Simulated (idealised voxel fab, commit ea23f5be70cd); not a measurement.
process module | voxel transistor to metal
cross-section cut | 285 nm wide | cells 5 nm
A cross-section is a grid of square cells, given in bands from the top down. A band is one or more rows of cells.
Each band's line starts with the height of the band's top and of its bottom, in nm. Then come its materials from left to right, each with its width in nm. One material with "throughout" fills the band from edge to edge. "air" is empty space.
Height 0 is the level under which the wafer as received is all one material. The lowest band goes on downwards, as in "0 down".
A width such as "30 to 40" changes by the same amount from each row of cells to the next, from the band's top row to its bottom row.
"no change" after a step means that no cell of the cross-section changed.
closed voids: empty space of 8 cells or more with no open way to the top, each as width x height at its distance from the left edge, in nm
after a step's settings: what the simulator itself notes on the step
overlay nm, on a step with a mask: how far to the right of its planned place the mask lay; to the left if negative
plan
1 op RECEIVE | material Si
2 op OXIDIZE | depth nm 5
3 op CONFORMAL_DEP | material SiN | thk nm 10
4 op DIRECTIONAL_DEP | material aC | thk nm 10
5 op PATTERN | tone cover | mask id ACTIVE | material resist | width nm 115 | pitch nm 135 | thk nm 30 | overlay nm 0
6 op DIRECTIONAL_ETCH | etch materials aC | depth nm 10
7 op STRIP | etch materials resist
8 op DIRECTIONAL_ETCH | etch materials SiN | depth nm 10
9 op DIRECTIONAL_ETCH | etch materials SiO2 | depth nm 5
10 op DIRECTIONAL_ETCH | etch materials Si | depth nm 35
11 op STRIP | etch materials aC
12 op OXIDIZE | depth nm 5
13 op FILL_DEP | material SiO2 | thk nm 10
14 op CMP | height nm 10
15 op SELECTIVE_ETCH | etch materials SiO2 | depth nm 5
16 op STRIP | etch materials SiN
17 op SELECTIVE_ETCH | etch materials SiO2 | depth nm 5
18 op OXIDIZE | depth nm 5
19 op DIRECTIONAL_DEP | material polySi | thk nm 20
20 op DIRECTIONAL_DEP | material SiCN | thk nm 10
21 op MASKED_ETCH | tone cover | mask id GATE | width nm 35 | pitch nm 135 | etch materials SiCN | depth nm 20 | overlay nm 0
22 op MASKED_ETCH | tone cover | mask id GATE | width nm 35 | pitch nm 135 | etch materials polySi | depth nm 30 | overlay nm 0
23 op CONFORMAL_DEP | material SiN | thk nm 10
24 op DIRECTIONAL_ETCH | etch materials SiN | depth nm 10
25 op DIRECTIONAL_ETCH | etch materials SiO2 | depth nm 5
26 op EPI | material SiGe | thk nm 5
27 op FILL_DEP | material SiO2 | thk nm 5
28 op CMP | height nm 15
29 op STRIP | etch materials polySi
30 op SELECTIVE_ETCH | etch materials SiO2 | depth nm 5
31 op CONFORMAL_DEP | material HfO2 | thk nm 5
32 op CONFORMAL_DEP | material TiN | thk nm 5
33 op FILL_DEP | material W | thk nm 5
34 op CMP | height nm 10
35 op DIRECTIONAL_DEP | material SiO2 | thk nm 10
36 op DIRECTIONAL_DEP | material aC | thk nm 15
37 op PATTERN | tone open | mask id CONTACT | material resist | width nm 15 | thk nm 30 | overlay nm 0
38 op DIRECTIONAL_ETCH | etch materials aC | depth nm 15
39 op STRIP | etch materials resist
40 op DIRECTIONAL_ETCH | etch materials SiO2 | depth nm 25
41 op STRIP | etch materials aC
42 op CONFORMAL_DEP | material TiN | thk nm 5
43 op FILL_DEP | material W | thk nm 10
44 op CMP | height nm 20
45 op CONFORMAL_DEP | material SiN | thk nm 5
46 op DIRECTIONAL_DEP | material lowk | thk nm 20
47 op PATTERN | tone open | mask id METAL_1 | material resist | width nm 15 | thk nm 15 | overlay nm 0
48 op DIRECTIONAL_ETCH | etch materials lowk | depth nm 20
49 op DIRECTIONAL_ETCH | etch materials SiN | depth nm 5
50 op STRIP | etch materials resist
51 op CONFORMAL_DEP | material TiN | thk nm 5
52 op FILL_DEP | material Cu | thk nm 5
53 op CMP | height nm 45
54 op EPI | material Ru | thk nm 5
55 op FILL_DEP | material SiCN | thk nm 5
first wafer, as planned
as received, after step 1
  0 down: Si throughout
  closed voids: none
after step 2
  0 to -5: SiO2 throughout
  below -5: unchanged
after step 3
  10 to 0: SiN throughout
  below 0: unchanged
after step 4
  20 to 10: aC throughout
  below 10: unchanged
after step 5
  50 to 20: air 15 | resist 115 | air 20 | resist 115 | air 20
  below 20: unchanged
after step 6
  40 to 20: air 15 | resist 115 | air 20 | resist 115 | air 20
  20 to 10: air 15 | aC 115 | air 20 | aC 115 | air 20
  below 10: unchanged
after step 7
  20 to 10: air 15 | aC 115 | air 20 | aC 115 | air 20
  below 10: unchanged
after step 8
  20 to 10: air 15 | aC 115 | air 20 | aC 115 | air 20
  10 to 0: air 15 | SiN 115 | air 20 | SiN 115 | air 20
  below 0: unchanged
after step 9
  20 to 10: air 15 | aC 115 | air 20 | aC 115 | air 20
  10 to 0: air 15 | SiN 115 | air 20 | SiN 115 | air 20
  0 to -5: air 15 | SiO2 115 | air 20 | SiO2 115 | air 20
  below -5: unchanged
after step 10
  20 to 10: air 15 | aC 115 | air 20 | aC 115 | air 20
  10 to 0: air 15 | SiN 115 | air 20 | SiN 115 | air 20
  0 to -5: air 15 | SiO2 115 | air 20 | SiO2 115 | air 20
  -5 to -40: air 15 | Si 115 | air 20 | Si 115 | air 20
  below -40: unchanged
after step 11
  10 to 0: air 15 | SiN 115 | air 20 | SiN 115 | air 20
  below 0: unchanged
after step 12
  10 to 0: air 15 | SiN 115 | air 20 | SiN 115 | air 20
  0 to -5: air 15 | SiO2 115 | air 20 | SiO2 115 | air 20
  -5 to -40: air 15 | SiO2 5 | Si 105 | SiO2 5 | air 20 | SiO2 5 | Si 105 | SiO2 5 | air 20
  -40 to -45: SiO2 20 | Si 105 | SiO2 30 | Si 105 | SiO2 25
  below -45: unchanged
after step 13
  20 to 10: SiO2 throughout
  10 to 0: SiO2 15 | SiN 115 | SiO2 20 | SiN 115 | SiO2 20
  0 to -5: SiO2 throughout
  -5 to -45: SiO2 20 | Si 105 | SiO2 30 | Si 105 | SiO2 25
  below -45: unchanged
after step 14
  10 to 0: SiO2 15 | SiN 115 | SiO2 20 | SiN 115 | SiO2 20
  below 0: unchanged
after step 15
  10 to 5: air 15 | SiN 115 | air 20 | SiN 115 | air 20
  below 5: unchanged
after step 16
  5 to 0: SiO2 15 | air 115 | SiO2 20 | air 115 | SiO2 20
  below 0: unchanged
after step 17
  0 to -5: SiO2 10 | air 125 | SiO2 10 | air 125 | SiO2 15
  below -5: unchanged
after step 18
  0 to -5: SiO2 10 | air 125 | SiO2 10 | air 125 | SiO2 15
  -5 to -10: SiO2 throughout
  below -10: unchanged
after step 19
  20 to 15: polySi 10 | air 125 | polySi 10 | air 125 | polySi 15
  15 to 0: polySi throughout
  0 to -5: SiO2 10 | polySi 125 | SiO2 10 | polySi 125 | SiO2 15
  below -5: unchanged
after step 20
  30 to 25: SiCN 10 | air 125 | SiCN 10 | air 125 | SiCN 15
  25 to 20: SiCN throughout
  20 to 15: polySi 10 | SiCN 125 | polySi 10 | SiCN 125 | polySi 15
  below 15: unchanged
after step 21
  25 to 20: air 55 | SiCN 35 | air 100 | SiCN 35 | air 60
  20 to 15: polySi 10 | air 45 | SiCN 35 | air 45 | polySi 10 | air 45 | SiCN 35 | air 45 | polySi 15
  below 15: unchanged
after step 22
  25 to 15: air 55 | SiCN 35 | air 100 | SiCN 35 | air 60
  15 to 0: air 55 | polySi 35 | air 100 | polySi 35 | air 60
  0 to -5: SiO2 10 | air 45 | polySi 35 | air 45 | SiO2 10 | air 45 | polySi 35 | air 45 | SiO2 15
  below -5: unchanged
after step 23
  35 to 25: air 45 | SiN 55 | air 80 | SiN 55 | air 50
  25 to 15: air 45 | SiN 10 | SiCN 35 | SiN 10 | air 80 | SiN 10 | SiCN 35 | SiN 10 | air 50
  15 to 10: air 45 | SiN 10 | polySi 35 | SiN 10 | air 80 | SiN 10 | polySi 35 | SiN 10 | air 50
  10 to 5: SiN 20 | air 25 | SiN 10 | polySi 35 | SiN 10 | air 25 | SiN 30 | air 25 | SiN 10 | polySi 35 | SiN 10 | air 25 | SiN 25
  5 to 0: SiN 55 | polySi 35 | SiN 100 | polySi 35 | SiN 60
  0 to -5: SiO2 10 | SiN 45 | polySi 35 | SiN 45 | SiO2 10 | SiN 45 | polySi 35 | SiN 45 | SiO2 15
  below -5: unchanged
after step 24
  25 to 15: air 45 | SiN 10 | SiCN 35 | SiN 10 | air 80 | SiN 10 | SiCN 35 | SiN 10 | air 50
  15 to 0: air 45 | SiN 10 | polySi 35 | SiN 10 | air 80 | SiN 10 | polySi 35 | SiN 10 | air 50
  0 to -5: SiO2 10 | SiN 10 | air 25 | SiN 10 | polySi 35 | SiN 10 | air 25 | SiN 10 | SiO2 10 | SiN 10 | air 25 | SiN 10 | polySi 35 | SiN 10 | air 25 | SiN 10 | SiO2 15
  below -5: unchanged
after step 25
  25 to 15: air 45 | SiN 10 | SiCN 35 | SiN 10 | air 80 | SiN 10 | SiCN 35 | SiN 10 | air 50
  15 to 0: air 45 | SiN 10 | polySi 35 | SiN 10 | air 80 | SiN 10 | polySi 35 | SiN 10 | air 50
  0 to -5: air 10 | SiN 10 | air 25 | SiN 10 | polySi 35 | SiN 10 | air 25 | SiN 10 | air 10 | SiN 10 | air 25 | SiN 10 | polySi 35 | SiN 10 | air 25 | SiN 10 | air 15
  -5 to -10: SiO2 20 | air 25 | SiO2 55 | air 25 | SiO2 30 | air 25 | SiO2 55 | air 25 | SiO2 25
  below -10: unchanged
after step 26
  25 to 15: air 45 | SiN 10 | SiCN 35 | SiN 10 | air 80 | SiN 10 | SiCN 35 | SiN 10 | air 50
  15 to 0: air 45 | SiN 10 | polySi 35 | SiN 10 | air 80 | SiN 10 | polySi 35 | SiN 10 | air 50
  0 to -5: air 10 | SiN 10 | air 25 | SiN 10 | polySi 35 | SiN 10 | air 25 | SiN 10 | air 10 | SiN 10 | air 25 | SiN 10 | polySi 35 | SiN 10 | air 25 | SiN 10 | air 15
  -5 to -10: SiO2 20 | SiGe 25 | SiO2 55 | SiGe 25 | SiO2 30 | SiGe 25 | SiO2 55 | SiGe 25 | SiO2 25
  below -10: unchanged
after step 27
  30 to 25: SiO2 throughout
  25 to 15: SiO2 45 | SiN 10 | SiCN 35 | SiN 10 | SiO2 80 | SiN 10 | SiCN 35 | SiN 10 | SiO2 50
  15 to 0: SiO2 45 | SiN 10 | polySi 35 | SiN 10 | SiO2 80 | SiN 10 | polySi 35 | SiN 10 | SiO2 50
  0 to -5: SiO2 10 | SiN 10 | SiO2 25 | SiN 10 | polySi 35 | SiN 10 | SiO2 25 | SiN 10 | SiO2 10 | SiN 10 | SiO2 25 | SiN 10 | polySi 35 | SiN 10 | SiO2 25 | SiN 10 | SiO2 15
  below -5: unchanged
after step 28
  15 to 0: SiO2 45 | SiN 10 | polySi 35 | SiN 10 | SiO2 80 | SiN 10 | polySi 35 | SiN 10 | SiO2 50
  below 0: unchanged
after step 29
  15 to 0: SiO2 45 | SiN 10 | air 35 | SiN 10 | SiO2 80 | SiN 10 | air 35 | SiN 10 | SiO2 50
  0 to -5: SiO2 10 | SiN 10 | SiO2 25 | SiN 10 | air 35 | SiN 10 | SiO2 25 | SiN 10 | SiO2 10 | SiN 10 | SiO2 25 | SiN 10 | air 35 | SiN 10 | SiO2 25 | SiN 10 | SiO2 15
  below -5: unchanged
after step 30
  15 to 10: air 45 | SiN 10 | air 35 | SiN 10 | air 80 | SiN 10 | air 35 | SiN 10 | air 50
  10 to 0: SiO2 45 | SiN 10 | air 35 | SiN 10 | SiO2 80 | SiN 10 | air 35 | SiN 10 | SiO2 50
  0 to -5: SiO2 10 | SiN 10 | SiO2 25 | SiN 10 | air 35 | SiN 10 | SiO2 25 | SiN 10 | SiO2 10 | SiN 10 | SiO2 25 | SiN 10 | air 35 | SiN 10 | SiO2 25 | SiN 10 | SiO2 15
  -5 to -10: SiO2 20 | SiGe 25 | SiO2 5 | air 45 | SiO2 5 | SiGe 25 | SiO2 30 | SiGe 25 | SiO2 5 | air 45 | SiO2 5 | SiGe 25 | SiO2 25
  below -10: unchanged
after step 31
  20 to 15: air 40 | HfO2 20 | air 25 | HfO2 20 | air 70 | HfO2 20 | air 25 | HfO2 20 | air 45
  15 to 10: HfO2 45 | SiN 10 | HfO2 5 | air 25 | HfO2 5 | SiN 10 | HfO2 80 | SiN 10 | HfO2 5 | air 25 | HfO2 5 | SiN 10 | HfO2 50
  10 to 0: SiO2 45 | SiN 10 | HfO2 5 | air 25 | HfO2 5 | SiN 10 | SiO2 80 | SiN 10 | HfO2 5 | air 25 | HfO2 5 | SiN 10 | SiO2 50
  0 to -5: SiO2 10 | SiN 10 | SiO2 25 | SiN 10 | HfO2 5 | air 25 | HfO2 5 | SiN 10 | SiO2 25 | SiN 10 | SiO2 10 | SiN 10 | SiO2 25 | SiN 10 | HfO2 5 | air 25 | HfO2 5 | SiN 10 | SiO2 25 | SiN 10 | SiO2 15
  -5 to -10: SiO2 20 | SiGe 25 | SiO2 5 | HfO2 45 | SiO2 5 | SiGe 25 | SiO2 30 | SiGe 25 | SiO2 5 | HfO2 45 | SiO2 5 | SiGe 25 | SiO2 25
  below -10: unchanged
after step 32
  25 to 20: air 35 | TiN 30 | air 15 | TiN 30 | air 60 | TiN 30 | air 15 | TiN 30 | air 40
  20 to 15: TiN 40 | HfO2 20 | TiN 5 | air 15 | TiN 5 | HfO2 20 | TiN 70 | HfO2 20 | TiN 5 | air 15 | TiN 5 | HfO2 20 | TiN 45
  15 to 10: HfO2 45 | SiN 10 | HfO2 5 | TiN 5 | air 15 | TiN 5 | HfO2 5 | SiN 10 | HfO2 80 | SiN 10 | HfO2 5 | TiN 5 | air 15 | TiN 5 | HfO2 5 | SiN 10 | HfO2 50
  10 to 0: SiO2 45 | SiN 10 | HfO2 5 | TiN 5 | air 15 | TiN 5 | HfO2 5 | SiN 10 | SiO2 80 | SiN 10 | HfO2 5 | TiN 5 | air 15 | TiN 5 | HfO2 5 | SiN 10 | SiO2 50
  0 to -5: SiO2 10 | SiN 10 | SiO2 25 | SiN 10 | HfO2 5 | TiN 25 | HfO2 5 | SiN 10 | SiO2 25 | SiN 10 | SiO2 10 | SiN 10 | SiO2 25 | SiN 10 | HfO2 5 | TiN 25 | HfO2 5 | SiN 10 | SiO2 25 | SiN 10 | SiO2 15
  below -5: unchanged
after step 33
  30 to 25: W throughout
  25 to 20: W 35 | TiN 30 | W 15 | TiN 30 | W 60 | TiN 30 | W 15 | TiN 30 | W 40
  20 to 15: TiN 40 | HfO2 20 | TiN 5 | W 15 | TiN 5 | HfO2 20 | TiN 70 | HfO2 20 | TiN 5 | W 15 | TiN 5 | HfO2 20 | TiN 45
  15 to 10: HfO2 45 | SiN 10 | HfO2 5 | TiN 5 | W 15 | TiN 5 | HfO2 5 | SiN 10 | HfO2 80 | SiN 10 | HfO2 5 | TiN 5 | W 15 | TiN 5 | HfO2 5 | SiN 10 | HfO2 50
  10 to 0: SiO2 45 | SiN 10 | HfO2 5 | TiN 5 | W 15 | TiN 5 | HfO2 5 | SiN 10 | SiO2 80 | SiN 10 | HfO2 5 | TiN 5 | W 15 | TiN 5 | HfO2 5 | SiN 10 | SiO2 50
  below 0: unchanged
after step 34
  10 to 0: SiO2 45 | SiN 10 | HfO2 5 | TiN 5 | W 15 | TiN 5 | HfO2 5 | SiN 10 | SiO2 80 | SiN 10 | HfO2 5 | TiN 5 | W 15 | TiN 5 | HfO2 5 | SiN 10 | SiO2 50
  below 0: unchanged
after step 35
  20 to 10: SiO2 throughout
  below 10: unchanged
after step 36
  35 to 20: aC throughout
  below 20: unchanged
after step 37
  65 to 35: resist 25 | air 15 | resist 65 | air 15 | resist 40 | air 15 | resist 65 | air 15 | resist 30
  below 35: unchanged
after step 38
  50 to 35: resist 25 | air 15 | resist 65 | air 15 | resist 40 | air 15 | resist 65 | air 15 | resist 30
  35 to 20: aC 25 | air 15 | aC 65 | air 15 | aC 40 | air 15 | aC 65 | air 15 | aC 30
  below 20: unchanged
after step 39
  35 to 20: aC 25 | air 15 | aC 65 | air 15 | aC 40 | air 15 | aC 65 | air 15 | aC 30
  below 20: unchanged
after step 40
  35 to 20: aC 25 | air 15 | aC 65 | air 15 | aC 40 | air 15 | aC 65 | air 15 | aC 30
  20 to 10: SiO2 25 | air 15 | SiO2 65 | air 15 | SiO2 40 | air 15 | SiO2 65 | air 15 | SiO2 30
  10 to 0: SiO2 25 | air 15 | SiO2 5 | SiN 10 | HfO2 5 | TiN 5 | W 15 | TiN 5 | HfO2 5 | SiN 10 | SiO2 5 | air 15 | SiO2 40 | air 15 | SiO2 5 | SiN 10 | HfO2 5 | TiN 5 | W 15 | TiN 5 | HfO2 5 | SiN 10 | SiO2 5 | air 15 | SiO2 30
  0 to -5: SiO2 10 | SiN 10 | SiO2 5 | air 15 | SiO2 5 | SiN 10 | HfO2 5 | TiN 25 | HfO2 5 | SiN 10 | SiO2 5 | air 15 | SiO2 5 | SiN 10 | SiO2 10 | SiN 10 | SiO2 5 | air 15 | SiO2 5 | SiN 10 | HfO2 5 | TiN 25 | HfO2 5 | SiN 10 | SiO2 5 | air 15 | SiO2 5 | SiN 10 | SiO2 15
  below -5: unchanged
after step 41
  20 to 10: SiO2 25 | air 15 | SiO2 65 | air 15 | SiO2 40 | air 15 | SiO2 65 | air 15 | SiO2 30
  below 10: unchanged
after step 42
  25 to 20: TiN 30 | air 5 | TiN 75 | air 5 | TiN 50 | air 5 | TiN 75 | air 5 | TiN 35
  20 to 10: SiO2 25 | TiN 5 | air 5 | TiN 5 | SiO2 65 | TiN 5 | air 5 | TiN 5 | SiO2 40 | TiN 5 | air 5 | TiN 5 | SiO2 65 | TiN 5 | air 5 | TiN 5 | SiO2 30
  10 to 0: SiO2 25 | TiN 5 | air 5 | TiN 5 | SiO2 5 | SiN 10 | HfO2 5 | TiN 5 | W 15 | TiN 5 | HfO2 5 | SiN 10 | SiO2 5 | TiN 5 | air 5 | TiN 5 | SiO2 40 | TiN 5 | air 5 | TiN 5 | SiO2 5 | SiN 10 | HfO2 5 | TiN 5 | W 15 | TiN 5 | HfO2 5 | SiN 10 | SiO2 5 | TiN 5 | air 5 | TiN 5 | SiO2 30
  0 to -5: SiO2 10 | SiN 10 | SiO2 5 | TiN 15 | SiO2 5 | SiN 10 | HfO2 5 | TiN 25 | HfO2 5 | SiN 10 | SiO2 5 | TiN 15 | SiO2 5 | SiN 10 | SiO2 10 | SiN 10 | SiO2 5 | TiN 15 | SiO2 5 | SiN 10 | HfO2 5 | TiN 25 | HfO2 5 | SiN 10 | SiO2 5 | TiN 15 | SiO2 5 | SiN 10 | SiO2 15
  below -5: unchanged
after step 43
  35 to 25: W throughout
  25 to 20: TiN 30 | W 5 | TiN 75 | W 5 | TiN 50 | W 5 | TiN 75 | W 5 | TiN 35
  20 to 10: SiO2 25 | TiN 5 | W 5 | TiN 5 | SiO2 65 | TiN 5 | W 5 | TiN 5 | SiO2 40 | TiN 5 | W 5 | TiN 5 | SiO2 65 | TiN 5 | W 5 | TiN 5 | SiO2 30
  10 to 0: SiO2 25 | TiN 5 | W 5 | TiN 5 | SiO2 5 | SiN 10 | HfO2 5 | TiN 5 | W 15 | TiN 5 | HfO2 5 | SiN 10 | SiO2 5 | TiN 5 | W 5 | TiN 5 | SiO2 40 | TiN 5 | W 5 | TiN 5 | SiO2 5 | SiN 10 | HfO2 5 | TiN 5 | W 15 | TiN 5 | HfO2 5 | SiN 10 | SiO2 5 | TiN 5 | W 5 | TiN 5 | SiO2 30
  below 0: unchanged
after step 44
  20 to 10: SiO2 25 | TiN 5 | W 5 | TiN 5 | SiO2 65 | TiN 5 | W 5 | TiN 5 | SiO2 40 | TiN 5 | W 5 | TiN 5 | SiO2 65 | TiN 5 | W 5 | TiN 5 | SiO2 30
  below 10: unchanged
after step 45
  25 to 20: SiN throughout
  below 20: unchanged
after step 46
  45 to 25: lowk throughout
  below 25: unchanged
after step 47
  60 to 45: resist 25 | air 15 | resist 65 | air 15 | resist 40 | air 15 | resist 65 | air 15 | resist 30
  below 45: unchanged
after step 48
  60 to 45: resist 25 | air 15 | resist 65 | air 15 | resist 40 | air 15 | resist 65 | air 15 | resist 30
  45 to 25: lowk 25 | air 15 | lowk 65 | air 15 | lowk 40 | air 15 | lowk 65 | air 15 | lowk 30
  below 25: unchanged
after step 49
  60 to 45: resist 25 | air 15 | resist 65 | air 15 | resist 40 | air 15 | resist 65 | air 15 | resist 30
  45 to 25: lowk 25 | air 15 | lowk 65 | air 15 | lowk 40 | air 15 | lowk 65 | air 15 | lowk 30
  25 to 20: SiN 25 | air 15 | SiN 65 | air 15 | SiN 40 | air 15 | SiN 65 | air 15 | SiN 30
  below 20: unchanged
after step 50
  45 to 25: lowk 25 | air 15 | lowk 65 | air 15 | lowk 40 | air 15 | lowk 65 | air 15 | lowk 30
  below 25: unchanged
after step 51
  50 to 45: TiN 30 | air 5 | TiN 75 | air 5 | TiN 50 | air 5 | TiN 75 | air 5 | TiN 35
  45 to 25: lowk 25 | TiN 5 | air 5 | TiN 5 | lowk 65 | TiN 5 | air 5 | TiN 5 | lowk 40 | TiN 5 | air 5 | TiN 5 | lowk 65 | TiN 5 | air 5 | TiN 5 | lowk 30
  25 to 20: SiN 25 | TiN 15 | SiN 65 | TiN 15 | SiN 40 | TiN 15 | SiN 65 | TiN 15 | SiN 30
  below 20: unchanged
after step 52
  55 to 50: Cu throughout
  50 to 45: TiN 30 | Cu 5 | TiN 75 | Cu 5 | TiN 50 | Cu 5 | TiN 75 | Cu 5 | TiN 35
  45 to 25: lowk 25 | TiN 5 | Cu 5 | TiN 5 | lowk 65 | TiN 5 | Cu 5 | TiN 5 | lowk 40 | TiN 5 | Cu 5 | TiN 5 | lowk 65 | TiN 5 | Cu 5 | TiN 5 | lowk 30
  below 25: unchanged
after step 53
  45 to 25: lowk 25 | TiN 5 | Cu 5 | TiN 5 | lowk 65 | TiN 5 | Cu 5 | TiN 5 | lowk 40 | TiN 5 | Cu 5 | TiN 5 | lowk 65 | TiN 5 | Cu 5 | TiN 5 | lowk 30
  below 25: unchanged
after step 54
  50 to 45: air 20 | Ru 25 | air 55 | Ru 25 | air 30 | Ru 25 | air 55 | Ru 25 | air 25
  below 45: unchanged
after step 55
  55 to 50: SiCN throughout
  50 to 45: SiCN 20 | Ru 25 | SiCN 55 | Ru 25 | SiCN 30 | Ru 25 | SiCN 55 | Ru 25 | SiCN 25
  below 45: unchanged
second wafer: like start, like plan, one mistake. Through step 36 it matches the first wafer
when step 37 should have ended
  65 to 35: resist 20 | air 25 | resist 55 | air 25 | resist 30 | air 25 | resist 55 | air 25 | resist 25
  below 35: unchanged
when step 38 should have ended
  50 to 35: resist 20 | air 25 | resist 55 | air 25 | resist 30 | air 25 | resist 55 | air 25 | resist 25
  35 to 20: aC 20 | air 25 | aC 55 | air 25 | aC 30 | air 25 | aC 55 | air 25 | aC 25
  below 20: unchanged
when step 39 should have ended
  35 to 20: aC 20 | air 25 | aC 55 | air 25 | aC 30 | air 25 | aC 55 | air 25 | aC 25
  below 20: unchanged
when step 40 should have ended
  35 to 20: aC 20 | air 25 | aC 55 | air 25 | aC 30 | air 25 | aC 55 | air 25 | aC 25
  20 to 10: SiO2 20 | air 25 | SiO2 55 | air 25 | SiO2 30 | air 25 | SiO2 55 | air 25 | SiO2 25
  10 to 0: SiO2 20 | air 25 | SiN 10 | HfO2 5 | TiN 5 | W 15 | TiN 5 | HfO2 5 | SiN 10 | air 25 | SiO2 30 | air 25 | SiN 10 | HfO2 5 | TiN 5 | W 15 | TiN 5 | HfO2 5 | SiN 10 | air 25 | SiO2 25
  0 to -5: SiO2 10 | SiN 10 | air 25 | SiN 10 | HfO2 5 | TiN 25 | HfO2 5 | SiN 10 | air 25 | SiN 10 | SiO2 10 | SiN 10 | air 25 | SiN 10 | HfO2 5 | TiN 25 | HfO2 5 | SiN 10 | air 25 | SiN 10 | SiO2 15
  below -5: unchanged
when step 41 should have ended
  20 to 10: SiO2 20 | air 25 | SiO2 55 | air 25 | SiO2 30 | air 25 | SiO2 55 | air 25 | SiO2 25
  below 10: unchanged
when step 42 should have ended
  25 to 20: TiN 25 | air 15 | TiN 65 | air 15 | TiN 40 | air 15 | TiN 65 | air 15 | TiN 30
  20 to 10: SiO2 20 | TiN 5 | air 15 | TiN 5 | SiO2 55 | TiN 5 | air 15 | TiN 5 | SiO2 30 | TiN 5 | air 15 | TiN 5 | SiO2 55 | TiN 5 | air 15 | TiN 5 | SiO2 25
  10 to 0: SiO2 20 | TiN 5 | air 15 | TiN 5 | SiN 10 | HfO2 5 | TiN 5 | W 15 | TiN 5 | HfO2 5 | SiN 10 | TiN 5 | air 15 | TiN 5 | SiO2 30 | TiN 5 | air 15 | TiN 5 | SiN 10 | HfO2 5 | TiN 5 | W 15 | TiN 5 | HfO2 5 | SiN 10 | TiN 5 | air 15 | TiN 5 | SiO2 25
  0 to -5: SiO2 10 | SiN 10 | TiN 25 | SiN 10 | HfO2 5 | TiN 25 | HfO2 5 | SiN 10 | TiN 25 | SiN 10 | SiO2 10 | SiN 10 | TiN 25 | SiN 10 | HfO2 5 | TiN 25 | HfO2 5 | SiN 10 | TiN 25 | SiN 10 | SiO2 15
  below -5: unchanged
when step 43 should have ended
  35 to 25: W throughout
  25 to 20: TiN 25 | W 15 | TiN 65 | W 15 | TiN 40 | W 15 | TiN 65 | W 15 | TiN 30
  20 to 10: SiO2 20 | TiN 5 | W 15 | TiN 5 | SiO2 55 | TiN 5 | W 15 | TiN 5 | SiO2 30 | TiN 5 | W 15 | TiN 5 | SiO2 55 | TiN 5 | W 15 | TiN 5 | SiO2 25
  10 to 0: SiO2 20 | TiN 5 | W 15 | TiN 5 | SiN 10 | HfO2 5 | TiN 5 | W 15 | TiN 5 | HfO2 5 | SiN 10 | TiN 5 | W 15 | TiN 5 | SiO2 30 | TiN 5 | W 15 | TiN 5 | SiN 10 | HfO2 5 | TiN 5 | W 15 | TiN 5 | HfO2 5 | SiN 10 | TiN 5 | W 15 | TiN 5 | SiO2 25
  below 0: unchanged
when step 44 should have ended
  20 to 10: SiO2 20 | TiN 5 | W 15 | TiN 5 | SiO2 55 | TiN 5 | W 15 | TiN 5 | SiO2 30 | TiN 5 | W 15 | TiN 5 | SiO2 55 | TiN 5 | W 15 | TiN 5 | SiO2 25
  below 10: unchanged
when step 45 should have ended
  25 to 20: SiN throughout
  below 20: unchanged
when step 46 should have ended
  45 to 25: lowk throughout
  below 25: unchanged
when step 47 should have ended
  60 to 45: resist 25 | air 15 | resist 65 | air 15 | resist 40 | air 15 | resist 65 | air 15 | resist 30
  below 45: unchanged
when step 48 should have ended
  60 to 45: resist 25 | air 15 | resist 65 | air 15 | resist 40 | air 15 | resist 65 | air 15 | resist 30
  45 to 25: lowk 25 | air 15 | lowk 65 | air 15 | lowk 40 | air 15 | lowk 65 | air 15 | lowk 30
  below 25: unchanged
when step 49 should have ended
  60 to 45: resist 25 | air 15 | resist 65 | air 15 | resist 40 | air 15 | resist 65 | air 15 | resist 30
  45 to 25: lowk 25 | air 15 | lowk 65 | air 15 | lowk 40 | air 15 | lowk 65 | air 15 | lowk 30
  25 to 20: SiN 25 | air 15 | SiN 65 | air 15 | SiN 40 | air 15 | SiN 65 | air 15 | SiN 30
  below 20: unchanged
when step 50 should have ended
  45 to 25: lowk 25 | air 15 | lowk 65 | air 15 | lowk 40 | air 15 | lowk 65 | air 15 | lowk 30
  below 25: unchanged
when step 51 should have ended
  50 to 45: TiN 30 | air 5 | TiN 75 | air 5 | TiN 50 | air 5 | TiN 75 | air 5 | TiN 35
  45 to 25: lowk 25 | TiN 5 | air 5 | TiN 5 | lowk 65 | TiN 5 | air 5 | TiN 5 | lowk 40 | TiN 5 | air 5 | TiN 5 | lowk 65 | TiN 5 | air 5 | TiN 5 | lowk 30
  25 to 20: SiN 25 | TiN 15 | SiN 65 | TiN 15 | SiN 40 | TiN 15 | SiN 65 | TiN 15 | SiN 30
  below 20: unchanged
when step 52 should have ended
  55 to 50: Cu throughout
  50 to 45: TiN 30 | Cu 5 | TiN 75 | Cu 5 | TiN 50 | Cu 5 | TiN 75 | Cu 5 | TiN 35
  45 to 25: lowk 25 | TiN 5 | Cu 5 | TiN 5 | lowk 65 | TiN 5 | Cu 5 | TiN 5 | lowk 40 | TiN 5 | Cu 5 | TiN 5 | lowk 65 | TiN 5 | Cu 5 | TiN 5 | lowk 30
  below 25: unchanged
when step 53 should have ended
  45 to 25: lowk 25 | TiN 5 | Cu 5 | TiN 5 | lowk 65 | TiN 5 | Cu 5 | TiN 5 | lowk 40 | TiN 5 | Cu 5 | TiN 5 | lowk 65 | TiN 5 | Cu 5 | TiN 5 | lowk 30
  below 25: unchanged
when step 54 should have ended
  50 to 45: air 20 | Ru 25 | air 55 | Ru 25 | air 30 | Ru 25 | air 55 | Ru 25 | air 25
  below 45: unchanged
when step 55 should have ended
  55 to 50: SiCN throughout
  50 to 45: SiCN 20 | Ru 25 | SiCN 55 | Ru 25 | SiCN 30 | Ru 25 | SiCN 55 | Ru 25 | SiCN 25
  below 45: unchanged
what went wrong: step 37 ran as: op PATTERN | tone open | mask id CONTACT | material resist | width nm 25 | thk nm 30 | overlay nm 0
at the end the second wafer has, in cells: 40 fewer of SiO2 | 8 more of TiN | 32 more of W
